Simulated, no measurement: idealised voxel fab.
process module | voxel released beams
Displayed cross-section: cut, width of 210 nm, square cells sized 5 nm.
Each cross-section below is a grid of square cells, stated as bands in top-down order, with one or more rows of cells making up each band. What a band's entry tells you: where the top is and where the bottom is, as heights in nm, and after that what lies inside, material by material from left to right, each with its width in nm. Empty space is written as the word "blank", and a single material marked with the word "all across" occupies the band from edge to edge. All heights in this document are referenced to 0, defined as the level beneath which the wafer, as received, consists entirely of one material. The lowest band is not bounded below; it extends indefinitely downward and is written in the form "0 nm and below". The notation "30..40" denotes a width that varies across the rows of cells in the band, beginning at the first number in the top row, finishing at the second number in the bottom row, and changing by an identical amount from each row to the next. It should be understood that the words "remained unchanged", when stated for a given step, signify that the cross-section underwent no change in any of its cells during that step. The label "Enclosed internal voids" introduces a list of the empty spaces, 8 cells or larger, that have no open way up to the top; each entry in it reads width x height at distance, where the distance is taken from the left edge and all three are stated in nm. Note: text after step settings on the step line = simulator remark on that step. For masked steps, "overlay nm" on the step line gives how far right of plan the mask actually lay; a minus sign means it lay to the left.

### The steps planned for the process are as follows
- 1: RECEIVE: material Si
- 2: CONFORMAL_DEP: material Al2O3, thk nm 5
- 3: DIRECTIONAL_DEP: material SiO2, thk nm 20
- 4: DIRECTIONAL_DEP: material aC, thk nm 10
- 5: PATTERN: tone open, mask id ANCHOR, material resist, width nm 35, thk nm 25, overlay nm 0
- 6: DIRECTIONAL_ETCH: etch materials aC, depth nm 10
- 7: STRIP: etch materials resist
- 8: DIRECTIONAL_ETCH: etch materials SiO2, depth nm 20
- 9: STRIP: etch materials aC
- 10: CONFORMAL_DEP: material W, thk nm 10
- 11: MASKED_ETCH: tone cover, mask id BEAM, width nm 80, etch materials W, depth nm 10, overlay nm 0
- 12: STRIP: etch materials SiO2

### Step 1 complete: cross-section of the wafer as received
    0 nm and below = Si all across
    Enclosed internal voids: none

### The following cross-section depicts the wafer upon conclusion of the module. Processing commenced from the starting condition illustrated above and adhered to the plan illustrated above, save for one mistake in execution
    30 nm to 20 nm = 60 blank; 15 W; 15 blank; 50 W; 70 blank
    20 nm to 10 nm = 65 blank; 10 W; 15 blank; 10 W; 110 blank
    10 nm to 0 nm = 65 blank; 35 W; 110 blank
    0 nm and below = Si all across
    Enclosed internal voids: none
Here's what went sideways: the plan's step 2 went unexecuted, having been skipped
